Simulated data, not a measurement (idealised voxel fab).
Process module in this document: voxel capacitor over wiring
The cross-section on display is named cut; it measures 235 nm wide, and its cells are 5 nm squares.
Cross-section spec: square-cell grid; bands listed top down; each band is one or more rows. Top height, bottom height, nm. Materials left to right, width each, nm. Single material + "edge to edge" = fills band edge to edge. "empty" = empty. Heights are measured from 0, the level below which the as-received wafer is all one material; the lowest band has no bottom and continues downward, written as in "0 nm and below". When a width is written as two numbers, as in "30..40", the first number is the width in the top row of cells of the band and the second is the width in its bottom row, and the width changes by the same amount from each row to the next. You'll sometimes find "no modification" written for a step, and that's the way of saying that nowhere in the cross-section did a cell change during that step. Entry "Closed void table" = empty spaces >= 8 cells with no open way to the top; each as width x height at distance, distance from left edge, all nm. That trailing text on a step's line, after the settings, is the simulator's own remark on the step. A step line may carry the setting "overlay nm", which, for steps involving a mask, states the distance by which the mask lay to the right of its intended position; negative values denote displacement to the left.

**This section lists the process steps that were planned**
- 1: RECEIVE: material Si
- 2: CONFORMAL_DEP: material SiO2, thk nm 10
- 3: CONFORMAL_DEP: material SiCN, thk nm 5
- 4: DIRECTIONAL_DEP: material SiO2, thk nm 15
- 5: DIRECTIONAL_DEP: material aC, thk nm 15
- 6: PATTERN: tone open, mask id METAL_1, material resist, width nm 20, pitch nm 80, thk nm 35, overlay nm 0
- 7: DIRECTIONAL_ETCH: etch materials aC, depth nm 15
- 8: STRIP: etch materials resist
- 9: DIRECTIONAL_ETCH: etch materials SiO2, depth nm 15
- 10: DIRECTIONAL_ETCH: etch materials SiCN, depth nm 5
- 11: STRIP: etch materials aC
- 12: CONFORMAL_DEP: material TiN, thk nm 5
- 13: FILL_DEP: material Cu, thk nm 5
- 14: CMP: height nm 30
- 15: CONFORMAL_DEP: material SiCN, thk nm 5
- 16: DIRECTIONAL_DEP: material SiO2, thk nm 15
- 17: PATTERN: tone open, mask id PLUG_1, material resist, width nm 15, thk nm 15, overlay nm 0
- 18: DIRECTIONAL_ETCH: etch materials SiO2, depth nm 15
- 19: DIRECTIONAL_ETCH: etch materials SiCN, depth nm 5
- 20: STRIP: etch materials resist
- 21: CONFORMAL_DEP: material TiN, thk nm 5
- 22: FILL_DEP: material W, thk nm 10
- 23: CMP: height nm 50
- 24: DIRECTIONAL_DEP: material TiN, thk nm 10
- 25: DIRECTIONAL_DEP: material HfO2, thk nm 5
- 26: DIRECTIONAL_DEP: material TiN, thk nm 5
- 27: PATTERN: tone cover, mask id UPPER_PLATE, material resist, width nm 65, thk nm 20, overlay nm 0
- 28: DIRECTIONAL_ETCH: etch materials TiN, depth nm 5
- 29: DIRECTIONAL_ETCH: etch materials HfO2, depth nm 5
- 30: STRIP: etch materials resist
- 31: PATTERN: tone cover, mask id LOWER_PLATE, material resist, width nm 75, thk nm 20, overlay nm 0
- 32: DIRECTIONAL_ETCH: etch materials TiN, depth nm 10
- 33: STRIP: etch materials resist
- 34: FILL_DEP: material SiO2, thk nm 20
- 35: CMP: height nm 85
- 36: PATTERN: tone open, mask id PLUG_2, material resist, width nm 15, thk nm 15, overlay nm 0
- 37: DIRECTIONAL_ETCH: etch materials SiO2, depth nm 15
- 38: STRIP: etch materials resist
- 39: CONFORMAL_DEP: material TiN, thk nm 5
- 40: FILL_DEP: material W, thk nm 10
- 41: CMP: height nm 85
- 42: CONFORMAL_DEP: material SiN, thk nm 5

**Received-state cross-section, reflecting completion of step 1**
  0 nm and below | Si edge to edge
  Closed void table: none

**Here's the cross-section of the first of our two wafers at the end of the module - it ran as planned**
  90 nm to 85 nm | SiN edge to edge
  85 nm to 75 nm | SiO2 80 nm / TiN 5 nm / W 5 nm / TiN 5 nm / SiO2 140 nm
  75 nm to 65 nm | SiO2 80..70 nm / TiN 15..65 nm / SiO2 140..100 nm
  65 nm to 60 nm | SiO2 70 nm / HfO2 65 nm / SiO2 100 nm
  60 nm to 50 nm | SiO2 65 nm / TiN 75 nm / SiO2 95 nm
  50 nm to 35 nm | SiO2 70 nm / TiN 5 nm / W 5 nm / TiN 5 nm / SiO2 150 nm
  35 nm to 30 nm | SiCN 70 nm / TiN 15 nm / SiCN 150 nm
  30 nm to 15 nm | SiO2 65 nm / TiN 5 nm / Cu 10 nm / TiN 5 nm / SiO2 60 nm / TiN 5 nm / Cu 10 nm / TiN 5 nm / SiO2 70 nm
  15 nm to 10 nm | SiCN 65 nm / TiN 20 nm / SiCN 60 nm / TiN 20 nm / SiCN 70 nm
  10 nm to 0 nm | SiO2 edge to edge
  0 nm and below | Si edge to edge
  Closed void table: none

**What the second wafer looks like in cross-section once the module is done. Its start and its plan matched the first wafer's exactly; what differed was one mistake in how it was run**
  90 nm to 85 nm | SiN edge to edge
  85 nm to 75 nm | SiO2 80 nm / TiN 5 nm / W 5 nm / TiN 5 nm / SiO2 140 nm
  75 nm to 70 nm | SiO2 80 nm / TiN 15 nm / SiO2 140 nm
  70 nm to 65 nm | SiO2 edge to edge
  65 nm to 60 nm | SiO2 70 nm / TiN 65 nm / SiO2 100 nm
  60 nm to 50 nm | SiO2 65 nm / TiN 75 nm / SiO2 95 nm
  50 nm to 35 nm | SiO2 70 nm / TiN 5 nm / W 5 nm / TiN 5 nm / SiO2 150 nm
  35 nm to 30 nm | SiCN 70 nm / TiN 15 nm / SiCN 150 nm
  30 nm to 15 nm | SiO2 65 nm / TiN 5 nm / Cu 10 nm / TiN 5 nm / SiO2 60 nm / TiN 5 nm / Cu 10 nm / TiN 5 nm / SiO2 70 nm
  15 nm to 10 nm | SiCN 65 nm / TiN 20 nm / SiCN 60 nm / TiN 20 nm / SiCN 70 nm
  10 nm to 0 nm | SiO2 edge to edge
  0 nm and below | Si edge to edge
  Closed void table: none
Here's what went sideways: execution of step 25 of the plan did not take place, the step having been omitted
The final cell counts differ between the wafers, with the second having more or fewer of some materials than the first: HfO2: 13 fewer; SiO2: 13 more
